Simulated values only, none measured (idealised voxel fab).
voxel wiring stack: a process module
Square cells of 5 nm make up the cross-section cut, whose width is 155 nm.
The cross-sections in this document take the form of a grid made of square cells. They are written out as bands, in order from top to bottom. Each band consists of one or more rows of cells.
Top, bottom (nm), then materials left to right with widths (nm); lone material tagged "everywhere" fills the whole band edge to edge; "empty" = empty space.
Heights are measured from 0, the level below which the as-received wafer is all one material; the lowest band has no bottom and continues downward, written as in "0 nm and below".
So if you see something like "30->40" for the width, read it as the top row of the band sitting at the first number and the bottom row at the second, with every row in between moving by the same amount as the last.
Given "remained unchanged" for a step, no cell of the cross-section differs between before and after that step.
In "Sealed cavities" the enclosed voids are listed, meaning empty spaces of 8 cells or larger without any opening to the top. The form is width x height at distance, distance from the left edge, units nm.
Post-settings text on a step line: simulator's own remark regarding the step.
The "overlay nm" setting may appear on a step's line; for a step that uses a mask, it gives how far to the right of its planned position the mask lay, and a negative value indicates the left.

## Set out below are the planned steps of the process
1 op RECEIVE | material Si
2 op CONFORMAL_DEP | material SiO2 | thk nm 10
3 op DIRECTIONAL_DEP | material TiN | thk nm 5
4 op DIRECTIONAL_DEP | material Ru | thk nm 15
5 op MASKED_ETCH | tone cover | mask id METAL_1 | width nm 25 | pitch nm 45 | etch materials Ru | depth nm 15 | overlay nm 0
6 op MASKED_ETCH | tone cover | mask id METAL_1 | width nm 25 | pitch nm 45 | etch materials TiN | depth nm 5 | overlay nm 0
7 op FILL_DEP | material lowk | thk nm 5
8 op CMP | height nm 30
9 op CONFORMAL_DEP | material SiCN | thk nm 5
10 op DIRECTIONAL_DEP | material lowk | thk nm 10
11 op MASKED_ETCH | tone open | mask id PLUG_1 | width nm 15 | pitch nm 45 | etch materials lowk | depth nm 10 | overlay nm 0
12 op MASKED_ETCH | tone open | mask id PLUG_1 | width nm 15 | pitch nm 45 | etch materials SiCN | depth nm 5 | overlay nm 0
13 op EPI | material Ru | thk nm 10
14 op EPI | material Ru | thk nm 5
15 op CONFORMAL_DEP | material SiCN | thk nm 5
16 op DIRECTIONAL_DEP | material SiO2 | thk nm 25
17 op PATTERN | tone open | mask id METAL_2 | material resist | width nm 25 | pitch nm 45 | thk nm 20 | overlay nm 0
18 op DIRECTIONAL_ETCH | etch materials SiO2 | depth nm 25
19 op DIRECTIONAL_ETCH | etch materials SiCN | depth nm 5
20 op STRIP | etch materials resist
21 op CONFORMAL_DEP | material TiN | thk nm 5
22 op FILL_DEP | material Ru | thk nm 10
23 op CMP | height nm 75
24 op CONFORMAL_DEP | material SiCN | thk nm 5
25 op DIRECTIONAL_DEP | material SiO2 | thk nm 35
26 op PATTERN | tone open | mask id METAL_3 | material resist | width nm 25 | pitch nm 45 | thk nm 20 | overlay nm 0
27 op DIRECTIONAL_ETCH | etch materials SiO2 | depth nm 20
28 op STRIP | etch materials resist
29 op MASKED_ETCH | tone open | mask id METAL_3_HOLES | width nm 15 | pitch nm 90 | etch materials SiO2 | depth nm 15 | overlay nm 0
30 op MASKED_ETCH | tone open | mask id METAL_3_HOLES | width nm 15 | pitch nm 90 | etch materials SiCN | depth nm 5 | overlay nm 0
31 op CONFORMAL_DEP | material TiN | thk nm 5
32 op FILL_DEP | material Cu | thk nm 5
33 op CMP | height nm 115
34 op CONFORMAL_DEP | material SiN | thk nm 5

## First of the two wafers, run per plan

## Cross-section of the incoming wafer, state after step 1
> 0 nm and below = Si everywhere
> Sealed cavities: none

## after step 2
> 10 nm to 0 nm = SiO2 everywhere
> No changes below 0.

## after step 3
> 15 nm to 10 nm = TiN everywhere
> No changes below 10.

## after step 4
> 30 nm to 15 nm = Ru everywhere
> No changes below 15.

## after step 5
> 30 nm to 15 nm = empty=20 | Ru=25 | empty=20 | Ru=25 | empty=20 | Ru=25 | empty=20
> No changes below 15.

## after step 6
> 30 nm to 15 nm = empty=20 | Ru=25 | empty=20 | Ru=25 | empty=20 | Ru=25 | empty=20
> 15 nm to 10 nm = empty=20 | TiN=25 | empty=20 | TiN=25 | empty=20 | TiN=25 | empty=20
> No changes below 10.

## after step 7
> 35 nm to 30 nm = lowk everywhere
> 30 nm to 15 nm = lowk=20 | Ru=25 | lowk=20 | Ru=25 | lowk=20 | Ru=25 | lowk=20
> 15 nm to 10 nm = lowk=20 | TiN=25 | lowk=20 | TiN=25 | lowk=20 | TiN=25 | lowk=20
> No changes below 10.

## after step 8
> 30 nm to 15 nm = lowk=20 | Ru=25 | lowk=20 | Ru=25 | lowk=20 | Ru=25 | lowk=20
> No changes below 15.

## after step 9
> 35 nm to 30 nm = SiCN everywhere
> No changes below 30.

## after step 10
> 45 nm to 35 nm = lowk everywhere
> No changes below 35.

## after step 11
> 45 nm to 35 nm = lowk=20 | empty=15 | lowk=30 | empty=15 | lowk=30 | empty=15 | lowk=30
> No changes below 35.

## after step 12
> 45 nm to 35 nm = lowk=20 | empty=15 | lowk=30 | empty=15 | lowk=30 | empty=15 | lowk=30
> 35 nm to 30 nm = SiCN=20 | empty=15 | SiCN=30 | empty=15 | SiCN=30 | empty=15 | SiCN=30
> No changes below 30.

## after step 13
> 45 nm to 40 nm = lowk=20 | empty=15 | lowk=30 | empty=15 | lowk=30 | empty=15 | lowk=30
> 40 nm to 35 nm = lowk=20 | Ru=15 | lowk=30 | Ru=15 | lowk=30 | Ru=15 | lowk=30
> 35 nm to 30 nm = SiCN=20 | Ru=15 | SiCN=30 | Ru=15 | SiCN=30 | Ru=15 | SiCN=30
> No changes below 30.

## after step 14
> 45 nm to 35 nm = lowk=20 | Ru=15 | lowk=30 | Ru=15 | lowk=30 | Ru=15 | lowk=30
> No changes below 35.

## after step 15
> 50 nm to 45 nm = SiCN everywhere
> No changes below 45.

## after step 16
> 75 nm to 50 nm = SiO2 everywhere
> No changes below 50.

## after step 17
> 95 nm to 75 nm = resist=20 | empty=25 | resist=20 | empty=25 | resist=20 | empty=25 | resist=20
> No changes below 75.

## after step 18
> 95 nm to 75 nm = resist=20 | empty=25 | resist=20 | empty=25 | resist=20 | empty=25 | resist=20
> 75 nm to 50 nm = SiO2=20 | empty=25 | SiO2=20 | empty=25 | SiO2=20 | empty=25 | SiO2=20
> No changes below 50.

## after step 19
> 95 nm to 75 nm = resist=20 | empty=25 | resist=20 | empty=25 | resist=20 | empty=25 | resist=20
> 75 nm to 50 nm = SiO2=20 | empty=25 | SiO2=20 | empty=25 | SiO2=20 | empty=25 | SiO2=20
> 50 nm to 45 nm = SiCN=20 | empty=25 | SiCN=20 | empty=25 | SiCN=20 | empty=25 | SiCN=20
> No changes below 45.

## after step 20
> 75 nm to 50 nm = SiO2=20 | empty=25 | SiO2=20 | empty=25 | SiO2=20 | empty=25 | SiO2=20
> No changes below 50.

## after step 21
> 80 nm to 75 nm = TiN=25 | empty=15 | TiN=30 | empty=15 | TiN=30 | empty=15 | TiN=25
> 75 nm to 50 nm = SiO2=20 | TiN=5 | empty=15 | TiN=5 | SiO2=20 | TiN=5 | empty=15 | TiN=5 | SiO2=20 | TiN=5 | empty=15 | TiN=5 | SiO2=20
> 50 nm to 45 nm = SiCN=20 | TiN=25 | SiCN=20 | TiN=25 | SiCN=20 | TiN=25 | SiCN=20
> No changes below 45.

## after step 22
> 90 nm to 80 nm = Ru everywhere
> 80 nm to 75 nm = TiN=25 | Ru=15 | TiN=30 | Ru=15 | TiN=30 | Ru=15 | TiN=25
> 75 nm to 50 nm = SiO2=20 | TiN=5 | Ru=15 | TiN=5 | SiO2=20 | TiN=5 | Ru=15 | TiN=5 | SiO2=20 | TiN=5 | Ru=15 | TiN=5 | SiO2=20
> No changes below 50.

## after step 23
> 75 nm to 50 nm = SiO2=20 | TiN=5 | Ru=15 | TiN=5 | SiO2=20 | TiN=5 | Ru=15 | TiN=5 | SiO2=20 | TiN=5 | Ru=15 | TiN=5 | SiO2=20
> No changes below 50.

## after step 24
> 80 nm to 75 nm = SiCN everywhere
> No changes below 75.

## after step 25
> 115 nm to 80 nm = SiO2 everywhere
> No changes below 80.

## after step 26
> 135 nm to 115 nm = resist=20 | empty=25 | resist=20 | empty=25 | resist=20 | empty=25 | resist=20
> No changes below 115.

## after step 27
> 135 nm to 115 nm = resist=20 | empty=25 | resist=20 | empty=25 | resist=20 | empty=25 | resist=20
> 115 nm to 95 nm = SiO2=20 | empty=25 | SiO2=20 | empty=25 | SiO2=20 | empty=25 | SiO2=20
> No changes below 95.

## after step 28
> 115 nm to 95 nm = SiO2=20 | empty=25 | SiO2=20 | empty=25 | SiO2=20 | empty=25 | SiO2=20
> No changes below 95.

## after step 29
> 115 nm to 95 nm = SiO2=20 | empty=25 | SiO2=20 | empty=25 | SiO2=20 | empty=25 | SiO2=20
> 95 nm to 80 nm = SiO2=20 | empty=15 | SiO2=75 | empty=15 | SiO2=30
> No changes below 80.

## after step 30
> 115 nm to 95 nm = SiO2=20 | empty=25 | SiO2=20 | empty=25 | SiO2=20 | empty=25 | SiO2=20
> 95 nm to 80 nm = SiO2=20 | empty=15 | SiO2=75 | empty=15 | SiO2=30
> 80 nm to 75 nm = SiCN=20 | empty=15 | SiCN=75 | empty=15 | SiCN=30
> No changes below 75.

## after step 31
> 120 nm to 115 nm = TiN=25 | empty=15 | TiN=30 | empty=15 | TiN=30 | empty=15 | TiN=25
> 115 nm to 100 nm = SiO2=20 | TiN=5 | empty=15 | TiN=5 | SiO2=20 | TiN=5 | empty=15 | TiN=5 | SiO2=20 | TiN=5 | empty=15 | TiN=5 | SiO2=20
> 100 nm to 95 nm = SiO2=20 | TiN=5 | empty=5 | TiN=15 | SiO2=20 | TiN=25 | SiO2=20 | TiN=5 | empty=5 | TiN=15 | SiO2=20
> 95 nm to 80 nm = SiO2=20 | TiN=5 | empty=5 | TiN=5 | SiO2=75 | TiN=5 | empty=5 | TiN=5 | SiO2=30
> 80 nm to 75 nm = SiCN=20 | TiN=15 | SiCN=75 | TiN=15 | SiCN=30
> No changes below 75.

## after step 32
> 125 nm to 120 nm = Cu everywhere
> 120 nm to 115 nm = TiN=25 | Cu=15 | TiN=30 | Cu=15 | TiN=30 | Cu=15 | TiN=25
> 115 nm to 100 nm = SiO2=20 | TiN=5 | Cu=15 | TiN=5 | SiO2=20 | TiN=5 | Cu=15 | TiN=5 | SiO2=20 | TiN=5 | Cu=15 | TiN=5 | SiO2=20
> 100 nm to 95 nm = SiO2=20 | TiN=5 | Cu=5 | TiN=15 | SiO2=20 | TiN=25 | SiO2=20 | TiN=5 | Cu=5 | TiN=15 | SiO2=20
> 95 nm to 80 nm = SiO2=20 | TiN=5 | Cu=5 | TiN=5 | SiO2=75 | TiN=5 | Cu=5 | TiN=5 | SiO2=30
> No changes below 80.

## after step 33
> 115 nm to 100 nm = SiO2=20 | TiN=5 | Cu=15 | TiN=5 | SiO2=20 | TiN=5 | Cu=15 | TiN=5 | SiO2=20 | TiN=5 | Cu=15 | TiN=5 | SiO2=20
> No changes below 100.

## after step 34
> 120 nm to 115 nm = SiN everywhere
> No changes below 115.

## The second wafer began exactly as the first did and followed the same plan, but one mistake was made while running it; through step 24 inclusive, the two wafers are identical

## At the planned end of step 25, the second wafer in cross-section
> 150 nm to 80 nm = SiO2 everywhere
> No changes below 80.

## At the planned end of step 26, the second wafer in cross-section
> 170 nm to 150 nm = resist=20 | empty=25 | resist=20 | empty=25 | resist=20 | empty=25 | resist=20
> No changes below 150.

## At the planned end of step 27, the second wafer in cross-section
> 170 nm to 150 nm = resist=20 | empty=25 | resist=20 | empty=25 | resist=20 | empty=25 | resist=20
> 150 nm to 130 nm = SiO2=20 | empty=25 | SiO2=20 | empty=25 | SiO2=20 | empty=25 | SiO2=20
> No changes below 130.

## At the planned end of step 28, the second wafer in cross-section
> 150 nm to 130 nm = SiO2=20 | empty=25 | SiO2=20 | empty=25 | SiO2=20 | empty=25 | SiO2=20
> No changes below 130.

## At the planned end of step 29, the second wafer in cross-section
> 150 nm to 130 nm = SiO2=20 | empty=25 | SiO2=20 | empty=25 | SiO2=20 | empty=25 | SiO2=20
> 130 nm to 115 nm = SiO2=20 | empty=15 | SiO2=75 | empty=15 | SiO2=30
> No changes below 115.

At the planned end of step 30, the second wafer in cross-section: remained unchanged

## At the planned end of step 31, the second wafer in cross-section
> 155 nm to 150 nm = TiN=25 | empty=15 | TiN=30 | empty=15 | TiN=30 | empty=15 | TiN=25
> 150 nm to 135 nm = SiO2=20 | TiN=5 | empty=15 | TiN=5 | SiO2=20 | TiN=5 | empty=15 | TiN=5 | SiO2=20 | TiN=5 | empty=15 | TiN=5 | SiO2=20
> 135 nm to 130 nm = SiO2=20 | TiN=5 | empty=5 | TiN=15 | SiO2=20 | TiN=25 | SiO2=20 | TiN=5 | empty=5 | TiN=15 | SiO2=20
> 130 nm to 120 nm = SiO2=20 | TiN=5 | empty=5 | TiN=5 | SiO2=75 | TiN=5 | empty=5 | TiN=5 | SiO2=30
> 120 nm to 115 nm = SiO2=20 | TiN=15 | SiO2=75 | TiN=15 | SiO2=30
> No changes below 115.

## At the planned end of step 32, the second wafer in cross-section
> 160 nm to 155 nm = Cu everywhere
> 155 nm to 150 nm = TiN=25 | Cu=15 | TiN=30 | Cu=15 | TiN=30 | Cu=15 | TiN=25
> 150 nm to 135 nm = SiO2=20 | TiN=5 | Cu=15 | TiN=5 | SiO2=20 | TiN=5 | Cu=15 | TiN=5 | SiO2=20 | TiN=5 | Cu=15 | TiN=5 | SiO2=20
> 135 nm to 130 nm = SiO2=20 | TiN=5 | Cu=5 | TiN=15 | SiO2=20 | TiN=25 | SiO2=20 | TiN=5 | Cu=5 | TiN=15 | SiO2=20
> 130 nm to 120 nm = SiO2=20 | TiN=5 | Cu=5 | TiN=5 | SiO2=75 | TiN=5 | Cu=5 | TiN=5 | SiO2=30
> No changes below 120.

## At the planned end of step 33, the second wafer in cross-section
> 115 nm to 80 nm = SiO2 everywhere
> No changes below 80.

## At the planned end of step 34, the second wafer in cross-section
> 120 nm to 115 nm = SiN everywhere
> No changes below 115.
Deviation noted in wafer processing: plan step 25 was twice executed
Bottom line after processing is that, in cells, the second wafer is up or down on some materials versus the first: 35 fewer of Cu | 6 more of SiCN | 78 more of SiO2 | 49 fewer of TiN
